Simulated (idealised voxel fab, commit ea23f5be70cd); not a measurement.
process module | voxel released beams
cross-section cut | 245 nm wide | cells 5 nm
A cross-section is a grid of square cells, given in bands from the top down. A band is one or more rows of cells.
Each band's line starts with the height of the band's top and of its bottom, in nm. Then come its materials from left to right, each with its width in nm. One material with "throughout" fills the band from edge to edge. "air" is empty space.
Height 0 is the level under which the wafer as received is all one material. The lowest band goes on downwards, as in "0 down".
A width such as "30 to 40" changes by the same amount from each row of cells to the next, from the band's top row to its bottom row.
"no change" after a step means that no cell of the cross-section changed.
closed voids: empty space of 8 cells or more with no open way to the top, each as width x height at its distance from the left edge, in nm
after a step's settings: what the simulator itself notes on the step
overlay nm, on a step with a mask: how far to the right of its planned place the mask lay; to the left if negative
plan
1 op RECEIVE | material Si
2 op CONFORMAL_DEP | material Al2O3 | thk nm 5
3 op DIRECTIONAL_DEP | material SiO2 | thk nm 15
4 op DIRECTIONAL_DEP | material aC | thk nm 10
5 op PATTERN | tone open | mask id ANCHOR | material resist | width nm 25 | thk nm 30 | overlay nm 0
6 op DIRECTIONAL_ETCH | etch materials aC | depth nm 10
7 op STRIP | etch materials resist
8 op DIRECTIONAL_ETCH | etch materials SiO2 | depth nm 15
9 op STRIP | etch materials aC
10 op CONFORMAL_DEP | material polySi | thk nm 10
11 op DIRECTIONAL_DEP | material aC | thk nm 15
12 op PATTERN | tone cover | mask id BEAM | material resist | width nm 80 | thk nm 30 | overlay nm 0
13 op DIRECTIONAL_ETCH | etch materials aC | depth nm 15
14 op STRIP | etch materials resist
15 op DIRECTIONAL_ETCH | etch materials polySi | depth nm 10
16 op STRIP | etch materials aC
17 op STRIP | etch materials SiO2
first wafer, as planned
as received, after step 1
  0 down: Si throughout
  closed voids: none
after step 2
  5 to 0: Al2O3 throughout
  below 0: unchanged
after step 3
  20 to 5: SiO2 throughout
  below 5: unchanged
after step 4
  30 to 20: aC throughout
  below 20: unchanged
after step 5
  60 to 30: resist 85 | air 25 | resist 135
  below 30: unchanged
after step 6
  50 to 30: resist 85 | air 25 | resist 135
  30 to 20: aC 85 | air 25 | aC 135
  below 20: unchanged
after step 7
  30 to 20: aC 85 | air 25 | aC 135
  below 20: unchanged
after step 8
  30 to 20: aC 85 | air 25 | aC 135
  20 to 5: SiO2 85 | air 25 | SiO2 135
  below 5: unchanged
after step 9
  20 to 5: SiO2 85 | air 25 | SiO2 135
  below 5: unchanged
after step 10
  30 to 20: polySi 95 | air 5 | polySi 145
  20 to 15: SiO2 85 | polySi 10 | air 5 | polySi 10 | SiO2 135
  15 to 5: SiO2 85 | polySi 25 | SiO2 135
  below 5: unchanged
after step 11
  45 to 30: aC 95 | air 5 | aC 145
  30 to 20: polySi 95 | aC 5 | polySi 145
  20 to 15: SiO2 85 | polySi 10 | aC 5 | polySi 10 | SiO2 135
  below 15: unchanged
after step 12
  75 to 45: air 80 | resist 80 | air 85
  45 to 30: aC 95 | resist 5 | aC 145
  below 30: unchanged
after step 13
  60 to 45: air 80 | resist 80 | air 85
  45 to 30: air 80 | aC 15 | resist 5 | aC 60 | air 85
  below 30: unchanged
after step 14
  45 to 30: air 80 | aC 15 | air 5 | aC 60 | air 85
  below 30: unchanged
after step 15
  45 to 30: air 80 | aC 15 | air 5 | aC 60 | air 85
  30 to 20: air 80 | polySi 15 | aC 5 | polySi 60 | air 85
  below 20: unchanged
after step 16
  30 to 20: air 80 | polySi 15 | air 5 | polySi 60 | air 85
  20 to 15: SiO2 85 | polySi 10 | air 5 | polySi 10 | SiO2 135
  below 15: unchanged
after step 17
  30 to 20: air 80 | polySi 15 | air 5 | polySi 60 | air 85
  20 to 15: air 85 | polySi 10 | air 5 | polySi 10 | air 135
  15 to 5: air 85 | polySi 25 | air 135
  below 5: unchanged
second wafer: like start, like plan, one mistake. Through step 9 it matches the first wafer
when step 10 should have ended
  35 to 20: polySi throughout
  20 to 5: SiO2 85 | polySi 25 | SiO2 135
  below 5: unchanged
when step 11 should have ended
  50 to 35: aC throughout
  below 35: unchanged
when step 12 should have ended
  80 to 50: air 80 | resist 80 | air 85
  below 50: unchanged
when step 13 should have ended
  65 to 50: air 80 | resist 80 | air 85
  50 to 35: air 80 | aC 80 | air 85
  below 35: unchanged
when step 14 should have ended
  50 to 35: air 80 | aC 80 | air 85
  below 35: unchanged
when step 15 should have ended
  50 to 35: air 80 | aC 80 | air 85
  35 to 25: air 80 | polySi 80 | air 85
  below 25: unchanged
when step 16 should have ended
  35 to 25: air 80 | polySi 80 | air 85
  below 25: unchanged
when step 17 should have ended: no change
what went wrong: step 10 ran as: op CONFORMAL_DEP | material polySi | thk nm 15
at the end the second wafer has, in cells: 132 more of SiO2 | 52 more of polySi
